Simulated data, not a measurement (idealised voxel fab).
Process module heading - voxel wiring stack
The cross-section shown here is cut; it is 160 nm wide and divided into square cells measuring 5 nm on a side.
When this document writes out a cross-section, it uses a grid of square cells and lists it as bands, beginning at the top and moving down, with a band standing for one or more rows of cells.
Heights first: top, then bottom, in nm. Then materials, left to right, each with a width in nm. "everywhere" on a single material: fills the band edge to edge. "empty": empty space.
Height is counted from the level 0, under which the received wafer is composed throughout of one material. The lowest of the bands is not closed at the bottom but continues downward, in the notation "z 0 and below".
Graded width ("30->40"): value in top row of band = first number; value in bottom row = second number; row-to-row change constant.
What does "no alterations made" mean for a step? It means no cell of the cross-section changed in that step.
Enclosed voids (no open way to top), threshold 8 cells or more, entry "Enclosed void entries", notation width x height at distance, distance from left edge, nm.
after a step's settings: what the simulator itself notes on the step
"overlay nm" on a masked step: distance the mask lay right of its planned place, negative for left.
-- Set out below are the planned steps of the process
1,RECEIVE, material Si
2,CONFORMAL_DEP, material SiO2, thk nm 15
3,CONFORMAL_DEP, material SiCN, thk nm 5
4,DIRECTIONAL_DEP, material lowk, thk nm 20
5,DIRECTIONAL_DEP, material aC, thk nm 15
6,PATTERN, tone open, mask id METAL_1, material resist, width nm 25, pitch nm 45, thk nm 30, overlay nm 0
7,DIRECTIONAL_ETCH, etch materials aC, depth nm 15
8,STRIP, etch materials resist
9,DIRECTIONAL_ETCH, etch materials lowk, depth nm 20
10,DIRECTIONAL_ETCH, etch materials SiCN, depth nm 5
11,STRIP, etch materials aC
12,CONFORMAL_DEP, material TiN, thk nm 5
13,FILL_DEP, material Cu, thk nm 5
14,CMP, height nm 40
15,CONFORMAL_DEP, material SiCN, thk nm 5
16,DIRECTIONAL_DEP, material lowk, thk nm 15
17,MASKED_ETCH, tone open, mask id PLUG_1, width nm 15, pitch nm 45, etch materials lowk, depth nm 15, overlay nm 0
18,MASKED_ETCH, tone open, mask id PLUG_1, width nm 15, pitch nm 45, etch materials SiCN, depth nm 5, overlay nm 0
19,EPI, material Ru, thk nm 10
20,EPI, material Ru, thk nm 10
21,CONFORMAL_DEP, material SiCN, thk nm 5
22,DIRECTIONAL_DEP, material SiO2, thk nm 20
23,PATTERN, tone open, mask id METAL_2, material resist, width nm 25, pitch nm 45, thk nm 15, overlay nm 0
24,DIRECTIONAL_ETCH, etch materials SiO2, depth nm 20
25,DIRECTIONAL_ETCH, etch materials SiCN, depth nm 5
26,STRIP, etch materials resist
27,CONFORMAL_DEP, material TiN, thk nm 5
28,FILL_DEP, material W, thk nm 10
29,CMP, height nm 85
30,CONFORMAL_DEP, material SiCN, thk nm 5
31,DIRECTIONAL_DEP, material SiO2, thk nm 35
32,PATTERN, tone open, mask id METAL_3_HOLES, material resist, width nm 15, pitch nm 45, thk nm 20, overlay nm 0
33,DIRECTIONAL_ETCH, etch materials SiO2, depth nm 35
34,STRIP, etch materials resist
35,DIRECTIONAL_DEP, material aC, thk nm 10
36,PATTERN, tone open, mask id METAL_3, material resist, width nm 25, pitch nm 45, thk nm 30, overlay nm 0
37,DIRECTIONAL_ETCH, etch materials aC, depth nm 10
38,STRIP, etch materials resist
39,DIRECTIONAL_ETCH, etch materials SiO2, depth nm 20
40,DIRECTIONAL_ETCH, etch materials SiCN, depth nm 5
41,STRIP, etch materials aC
42,CONFORMAL_DEP, material TiN, thk nm 5
43,FILL_DEP, material Cu, thk nm 10
44,CMP, height nm 125
45,CONFORMAL_DEP, material SiCN, thk nm 5
46,DIRECTIONAL_DEP, material SiO2, thk nm 10
47,PATTERN, tone open, mask id PLUG_3, material resist, width nm 15, pitch nm 45, thk nm 15, overlay nm 0
48,DIRECTIONAL_ETCH, etch materials SiO2, depth nm 10
49,DIRECTIONAL_ETCH, etch materials SiCN, depth nm 5
50,STRIP, etch materials resist
51,EPI, material Ru, thk nm 10
52,EPI, material Ru, thk nm 5
53,DIRECTIONAL_DEP, material TiN, thk nm 5
54,DIRECTIONAL_DEP, material Ru, thk nm 20
55,PATTERN, tone cover, mask id METAL_4, material resist, width nm 25, pitch nm 45, thk nm 15, overlay nm 0
56,DIRECTIONAL_ETCH, etch materials Ru, depth nm 20
57,DIRECTIONAL_ETCH, etch materials TiN, depth nm 5
58,STRIP, etch materials resist
59,CONFORMAL_DEP, material SiN, thk nm 5
60,FILL_DEP, material lowk, thk nm 10
61,CMP, height nm 165
62,CONFORMAL_DEP, material SiCN, thk nm 5
-- Cross-section of the wafer at receipt, which is the condition after step 1
* z 0 and below: Si everywhere
* Enclosed void entries: none
-- Here's the wafer cut in cross-section after the module, started and planned just like above, except one thing was done wrong in the run
* z 170 to 165: SiCN everywhere
* z 165 to 145: lowk (40) / SiN (5) / Ru (25) / SiN (5) / lowk (10) / SiN (5) / Ru (25) / SiN (5) / lowk (40)
* z 145 to 140: SiN (45) / TiN (25) / SiN (20) / TiN (25) / SiN (45)
* z 140 to 130: SiO2 (45) / Ru (15) / SiO2 (30) / Ru (15) / SiO2 (55)
* z 130 to 125: SiCN (45) / Ru (15) / SiCN (30) / Ru (15) / SiCN (55)
* z 125 to 110: SiO2 (45) / TiN (5) / Cu (15) / TiN (5) / SiO2 (20) / TiN (5) / Cu (15) / TiN (5) / SiO2 (45)
* z 110 to 105: SiO2 (45) / TiN (5) / Cu (10) / TiN (10) / SiO2 (20) / TiN (5) / Cu (10) / TiN (10) / SiO2 (45)
* z 105 to 90: SiO2 (45) / TiN (5) / Cu (10) / TiN (5) / SiO2 (25) / TiN (5) / Cu (10) / TiN (5) / SiO2 (50)
* z 90 to 85: SiCN (45) / TiN (20) / SiCN (25) / TiN (20) / SiCN (50)
* z 85 to 65: SiO2 (45) / TiN (5) / W (15) / TiN (5) / SiO2 (20) / TiN (5) / W (15) / TiN (5) / SiO2 (45)
* z 65 to 60: SiCN (45) / TiN (25) / SiCN (20) / TiN (25) / SiCN (45)
* z 60 to 45: lowk (45) / Ru (15) / lowk (30) / Ru (15) / lowk (55)
* z 45 to 40: SiCN (45) / Ru (15) / SiCN (30) / Ru (15) / SiCN (55)
* z 40 to 20: lowk (45) / TiN (5) / Cu (15) / TiN (5) / lowk (20) / TiN (5) / Cu (15) / TiN (5) / lowk (45)
* z 20 to 15: SiCN (45) / TiN (25) / SiCN (20) / TiN (25) / SiCN (45)
* z 15 to 0: SiO2 everywhere
* z 0 and below: Si everywhere
* Enclosed void entries: none
It is concluded that the wafer was processed incorrectly with respect to the plan, in that step 32: run off-plan, actual operation and settings PATTERN, tone open, mask id METAL_3_HOLES, material resist, width nm 20, pitch nm 45, thk nm 20, overlay nm 0
